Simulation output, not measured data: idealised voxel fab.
Process module, titled voxel capacitor over wiring
Square cell edge 5 nm, section width 225 nm, ID cut.
Just so we're on the same page, the cross-sections are grids of square cells, and they're listed out in bands top to bottom, each band one or more rows deep.
First you get the band's top height and its bottom height, in nm, and then the materials it's made of, left to right, with each width in nm. If you see a single material with "all across", that one covers the band edge to edge. "empty" is empty space.
All heights in this document are referenced to 0, defined as the level beneath which the wafer, as received, consists entirely of one material. The lowest band is not bounded below; it extends indefinitely downward and is written in the form "0..down".
Quick explanation for "30->40": the width changes in equal steps down the rows of cells, from the first number in the band's top row to the second number in its bottom row.
Step marked "changes: none"? Then no cell in the cross-section changed in it.
"Enclosed internal cavities" enumerates empty spaces isolated from the top, with no open way to it, that contain at least 8 cells, giving each as width x height at distance from the left edge, all three in nm.
Text after the settings on a step's line: the simulator's own remark on that step.
"overlay nm" on a masked step: distance the mask lay right of its planned place, negative for left.
# Set out below are the planned steps of the process
| 1 | RECEIVE: material Si |
| 2 | CONFORMAL_DEP: material SiO2, thk nm 10 |
| 3 | DIRECTIONAL_DEP: material TiN, thk nm 5 |
| 4 | DIRECTIONAL_DEP: material W, thk nm 25 |
| 5 | DIRECTIONAL_DEP: material aC, thk nm 15 |
| 6 | PATTERN: tone cover, mask id METAL_1, material resist, width nm 20, pitch nm 90, thk nm 30, overlay nm 0 |
| 7 | DIRECTIONAL_ETCH: etch materials aC, depth nm 15 |
| 8 | STRIP: etch materials resist |
| 9 | DIRECTIONAL_ETCH: etch materials W, depth nm 25 |
| 10 | DIRECTIONAL_ETCH: etch materials TiN, depth nm 5 |
| 11 | STRIP: etch materials aC |
| 12 | FILL_DEP: material lowk, thk nm 5 |
| 13 | CMP: height nm 40 |
| 14 | CONFORMAL_DEP: material SiCN, thk nm 5 |
| 15 | DIRECTIONAL_DEP: material SiO2, thk nm 15 |
| 16 | DIRECTIONAL_DEP: material aC, thk nm 15 |
| 17 | PATTERN: tone open, mask id PLUG_1, material resist, width nm 15, thk nm 35, overlay nm 0 |
| 18 | DIRECTIONAL_ETCH: etch materials aC, depth nm 15 |
| 19 | STRIP: etch materials resist |
| 20 | DIRECTIONAL_ETCH: etch materials SiO2, depth nm 15 |
| 21 | DIRECTIONAL_ETCH: etch materials SiCN, depth nm 5 |
| 22 | STRIP: etch materials aC |
| 23 | EPI: material Ru, thk nm 10 |
| 24 | EPI: material Ru, thk nm 10 |
| 25 | DIRECTIONAL_DEP: material TiN, thk nm 10 |
| 26 | DIRECTIONAL_DEP: material Al2O3, thk nm 5 |
| 27 | DIRECTIONAL_DEP: material TiN, thk nm 5 |
| 28 | DIRECTIONAL_DEP: material aC, thk nm 15 |
| 29 | PATTERN: tone cover, mask id UPPER_PLATE, material resist, width nm 75, thk nm 35, overlay nm 0 |
| 30 | DIRECTIONAL_ETCH: etch materials aC, depth nm 15 |
| 31 | STRIP: etch materials resist |
| 32 | DIRECTIONAL_ETCH: etch materials TiN, depth nm 5 |
| 33 | DIRECTIONAL_ETCH: etch materials Al2O3, depth nm 5 |
| 34 | STRIP: etch materials aC |
| 35 | PATTERN: tone cover, mask id LOWER_PLATE, material resist, width nm 85, thk nm 15, overlay nm 0 |
| 36 | DIRECTIONAL_ETCH: etch materials TiN, depth nm 10 |
| 37 | STRIP: etch materials resist |
| 38 | FILL_DEP: material SiO2, thk nm 15 |
| 39 | CMP: height nm 90 |
| 40 | MASKED_ETCH: tone open, mask id PLUG_2, width nm 15, etch materials SiO2, depth nm 10, overlay nm 0 |
| 41 | CONFORMAL_DEP: material TiN, thk nm 5 |
| 42 | FILL_DEP: material Ru, thk nm 5 |
| 43 | CMP: height nm 90 |
| 44 | CONFORMAL_DEP: material SiCN, thk nm 5 |
# Below: the first of two wafers, run as planned
# Shown in cross-section is the wafer as received, that is, as it stands after step 1
* 0..down = Si all across
* Enclosed internal cavities: none
# After step 2: wafer cross-section
* 10..0 = SiO2 all across
* Rest of section, below 0: as before.
# After step 3: wafer cross-section
* 15..10 = TiN all across
* Rest of section, below 10: as before.
# After step 4: wafer cross-section
* 40..15 = W all across
* Rest of section, below 15: as before.
# After step 5: wafer cross-section
* 55..40 = aC all across
* Rest of section, below 40: as before.
# After step 6: wafer cross-section
* 85..55 = empty=55, then resist=20, then empty=70, then resist=20, then empty=60
* Rest of section, below 55: as before.
# After step 7: wafer cross-section
* 70..55 = empty=55, then resist=20, then empty=70, then resist=20, then empty=60
* 55..40 = empty=55, then aC=20, then empty=70, then aC=20, then empty=60
* Rest of section, below 40: as before.
# After step 8: wafer cross-section
* 55..40 = empty=55, then aC=20, then empty=70, then aC=20, then empty=60
* Rest of section, below 40: as before.
# After step 9: wafer cross-section
* 55..40 = empty=55, then aC=20, then empty=70, then aC=20, then empty=60
* 40..15 = empty=55, then W=20, then empty=70, then W=20, then empty=60
* Rest of section, below 15: as before.
# After step 10: wafer cross-section
* 55..40 = empty=55, then aC=20, then empty=70, then aC=20, then empty=60
* 40..15 = empty=55, then W=20, then empty=70, then W=20, then empty=60
* 15..10 = empty=55, then TiN=20, then empty=70, then TiN=20, then empty=60
* Rest of section, below 10: as before.
# After step 11: wafer cross-section
* 40..15 = empty=55, then W=20, then empty=70, then W=20, then empty=60
* Rest of section, below 15: as before.
# After step 12: wafer cross-section
* 45..40 = lowk all across
* 40..15 = lowk=55, then W=20, then lowk=70, then W=20, then lowk=60
* 15..10 = lowk=55, then TiN=20, then lowk=70, then TiN=20, then lowk=60
* Rest of section, below 10: as before.
# After step 13: wafer cross-section
* 40..15 = lowk=55, then W=20, then lowk=70, then W=20, then lowk=60
* Rest of section, below 15: as before.
# After step 14: wafer cross-section
* 45..40 = SiCN all across
* Rest of section, below 40: as before.
# After step 15: wafer cross-section
* 60..45 = SiO2 all across
* Rest of section, below 45: as before.
# After step 16: wafer cross-section
* 75..60 = aC all across
* Rest of section, below 60: as before.
# After step 17: wafer cross-section
* 110..75 = resist=60, then empty=15, then resist=150
* Rest of section, below 75: as before.
# After step 18: wafer cross-section
* 95..75 = resist=60, then empty=15, then resist=150
* 75..60 = aC=60, then empty=15, then aC=150
* Rest of section, below 60: as before.
# After step 19: wafer cross-section
* 75..60 = aC=60, then empty=15, then aC=150
* Rest of section, below 60: as before.
# After step 20: wafer cross-section
* 75..60 = aC=60, then empty=15, then aC=150
* 60..45 = SiO2=60, then empty=15, then SiO2=150
* Rest of section, below 45: as before.
# After step 21: wafer cross-section
* 75..60 = aC=60, then empty=15, then aC=150
* 60..45 = SiO2=60, then empty=15, then SiO2=150
* 45..40 = SiCN=60, then empty=15, then SiCN=150
* Rest of section, below 40: as before.
# After step 22: wafer cross-section
* 60..45 = SiO2=60, then empty=15, then SiO2=150
* Rest of section, below 45: as before.
# After step 23: wafer cross-section
* 60..50 = SiO2=60, then empty=15, then SiO2=150
* 50..45 = SiO2=60, then Ru=15, then SiO2=150
* 45..40 = SiCN=60, then Ru=15, then SiCN=150
* Rest of section, below 40: as before.
# After step 24: wafer cross-section
* 60..45 = SiO2=60, then Ru=15, then SiO2=150
* Rest of section, below 45: as before.
# After step 25: wafer cross-section
* 70..60 = TiN all across
* Rest of section, below 60: as before.
# After step 26: wafer cross-section
* 75..70 = Al2O3 all across
* Rest of section, below 70: as before.
# After step 27: wafer cross-section
* 80..75 = TiN all across
* Rest of section, below 75: as before.
# After step 28: wafer cross-section
* 95..80 = aC all across
* Rest of section, below 80: as before.
# After step 29: wafer cross-section
* 130..95 = empty=60, then resist=75, then empty=90
* Rest of section, below 95: as before.
# After step 30: wafer cross-section
* 115..95 = empty=60, then resist=75, then empty=90
* 95..80 = empty=60, then aC=75, then empty=90
* Rest of section, below 80: as before.
# After step 31: wafer cross-section
* 95..80 = empty=60, then aC=75, then empty=90
* Rest of section, below 80: as before.
# After step 32: wafer cross-section
* 95..80 = empty=60, then aC=75, then empty=90
* 80..75 = empty=60, then TiN=75, then empty=90
* Rest of section, below 75: as before.
# After step 33: wafer cross-section
* 95..80 = empty=60, then aC=75, then empty=90
* 80..75 = empty=60, then TiN=75, then empty=90
* 75..70 = empty=60, then Al2O3=75, then empty=90
* Rest of section, below 70: as before.
# After step 34: wafer cross-section
* 80..75 = empty=60, then TiN=75, then empty=90
* Rest of section, below 75: as before.
# After step 35: wafer cross-section
* 95..80 = empty=55, then resist=85, then empty=85
* 80..75 = empty=55, then resist=5, then TiN=75, then resist=5, then empty=85
* 75..70 = empty=55, then resist=5, then Al2O3=75, then resist=5, then empty=85
* Rest of section, below 70: as before.
# After step 36: wafer cross-section
* 95..80 = empty=55, then resist=85, then empty=85
* 80..75 = empty=55, then resist=5, then TiN=75, then resist=5, then empty=85
* 75..70 = empty=55, then resist=5, then Al2O3=75, then resist=5, then empty=85
* 70..60 = empty=55, then TiN=85, then empty=85
* Rest of section, below 60: as before.
# After step 37: wafer cross-section
* 80..75 = empty=60, then TiN=75, then empty=90
* 75..70 = empty=60, then Al2O3=75, then empty=90
* Rest of section, below 70: as before.
# After step 38: wafer cross-section
* 95..80 = SiO2 all across
* 80..75 = SiO2=60, then TiN=75, then SiO2=90
* 75..70 = SiO2=60, then Al2O3=75, then SiO2=90
* 70..60 = SiO2=55, then TiN=85, then SiO2=85
* Rest of section, below 60: as before.
# After step 39: wafer cross-section
* 90..80 = SiO2 all across
* Rest of section, below 80: as before.
# After step 40: wafer cross-section
* 90..80 = SiO2=70, then empty=15, then SiO2=140
* Rest of section, below 80: as before.
# After step 41: wafer cross-section
* 95..90 = TiN=75, then empty=5, then TiN=145
* 90..85 = SiO2=70, then TiN=5, then empty=5, then TiN=5, then SiO2=140
* 85..75 = SiO2=70->60, then TiN=15->75, then SiO2=140->90
* Rest of section, below 75: as before.
# After step 42: wafer cross-section
* 100..95 = Ru all across
* 95..90 = TiN=75, then Ru=5, then TiN=145
* 90..85 = SiO2=70, then TiN=5, then Ru=5, then TiN=5, then SiO2=140
* Rest of section, below 85: as before.
# After step 43: wafer cross-section
* 90..85 = SiO2=70, then TiN=5, then Ru=5, then TiN=5, then SiO2=140
* Rest of section, below 85: as before.
# After step 44: wafer cross-section
* 95..90 = SiCN all across
* Rest of section, below 90: as before.
# Wafer two of the pair: same origin, same plan, one error during the run; identical to wafer one up to and including step 28
# Here is the second wafer in cross-section at the point where step 29 of the plan should have been done
* 130..95 = resist=60, then empty=75, then resist=90
* Rest of section, below 95: as before.
# Here is the second wafer in cross-section at the point where step 30 of the plan should have been done
* 115..95 = resist=60, then empty=75, then resist=90
* 95..80 = aC=60, then empty=75, then aC=90
* Rest of section, below 80: as before.
# Here is the second wafer in cross-section at the point where step 31 of the plan should have been done
* 95..80 = aC=60, then empty=75, then aC=90
* Rest of section, below 80: as before.
# Here is the second wafer in cross-section at the point where step 32 of the plan should have been done
* 95..80 = aC=60, then empty=75, then aC=90
* 80..75 = TiN=60, then empty=75, then TiN=90
* Rest of section, below 75: as before.
# Here is the second wafer in cross-section at the point where step 33 of the plan should have been done
* 95..80 = aC=60, then empty=75, then aC=90
* 80..75 = TiN=60, then empty=75, then TiN=90
* 75..70 = Al2O3=60, then empty=75, then Al2O3=90
* Rest of section, below 70: as before.
# Here is the second wafer in cross-section at the point where step 34 of the plan should have been done
* 80..75 = TiN=60, then empty=75, then TiN=90
* Rest of section, below 75: as before.
# Here is the second wafer in cross-section at the point where step 35 of the plan should have been done
* 95..80 = empty=55, then resist=85, then empty=85
* 80..75 = TiN=60, then resist=75, then TiN=90
* 75..70 = Al2O3=60, then resist=75, then Al2O3=90
* Rest of section, below 70: as before.
# Here is the second wafer in cross-section at the point where step 36 of the plan should have been done
* 95..80 = empty=55, then resist=85, then empty=85
* 80..75 = empty=55, then TiN=5, then resist=75, then TiN=5, then empty=85
* Rest of section, below 75: as before.
# Here is the second wafer in cross-section at the point where step 37 of the plan should have been done
* 80..75 = empty=55, then TiN=5, then empty=75, then TiN=5, then empty=85
* 75..70 = Al2O3=60, then empty=75, then Al2O3=90
* Rest of section, below 70: as before.
# Here is the second wafer in cross-section at the point where step 38 of the plan should have been done
* 95..80 = SiO2 all across
* 80..75 = SiO2=55, then TiN=5, then SiO2=75, then TiN=5, then SiO2=85
* 75..70 = Al2O3=60, then SiO2=75, then Al2O3=90
* Rest of section, below 70: as before.
# Here is the second wafer in cross-section at the point where step 39 of the plan should have been done
* 90..80 = SiO2 all across
* Rest of section, below 80: as before.
# Here is the second wafer in cross-section at the point where step 40 of the plan should have been done
* 90..80 = SiO2=70, then empty=15, then SiO2=140
* Rest of section, below 80: as before.
# Here is the second wafer in cross-section at the point where step 41 of the plan should have been done
* 95..90 = TiN=75, then empty=5, then TiN=145
* 90..85 = SiO2=70, then TiN=5, then empty=5, then TiN=5, then SiO2=140
* 85..80 = SiO2=70, then TiN=15, then SiO2=140
* Rest of section, below 80: as before.
# Here is the second wafer in cross-section at the point where step 42 of the plan should have been done
* 100..95 = Ru all across
* 95..90 = TiN=75, then Ru=5, then TiN=145
* 90..85 = SiO2=70, then TiN=5, then Ru=5, then TiN=5, then SiO2=140
* Rest of section, below 85: as before.
# Here is the second wafer in cross-section at the point where step 43 of the plan should have been done
* 90..85 = SiO2=70, then TiN=5, then Ru=5, then TiN=5, then SiO2=140
* Rest of section, below 85: as before.
# Here is the second wafer in cross-section at the point where step 44 of the plan should have been done
* 95..90 = SiCN all across
* Rest of section, below 90: as before.
What went wrong in running the wafer? rather than as planned, step 29 actually ran as PATTERN: tone open, mask id UPPER_PLATE, material resist, width nm 75, thk nm 35, overlay nm 0
Materials where the second wafer ends with more or fewer cells than the first: Al2O3: 15 more; SiO2: 58 fewer; TiN: 43 more
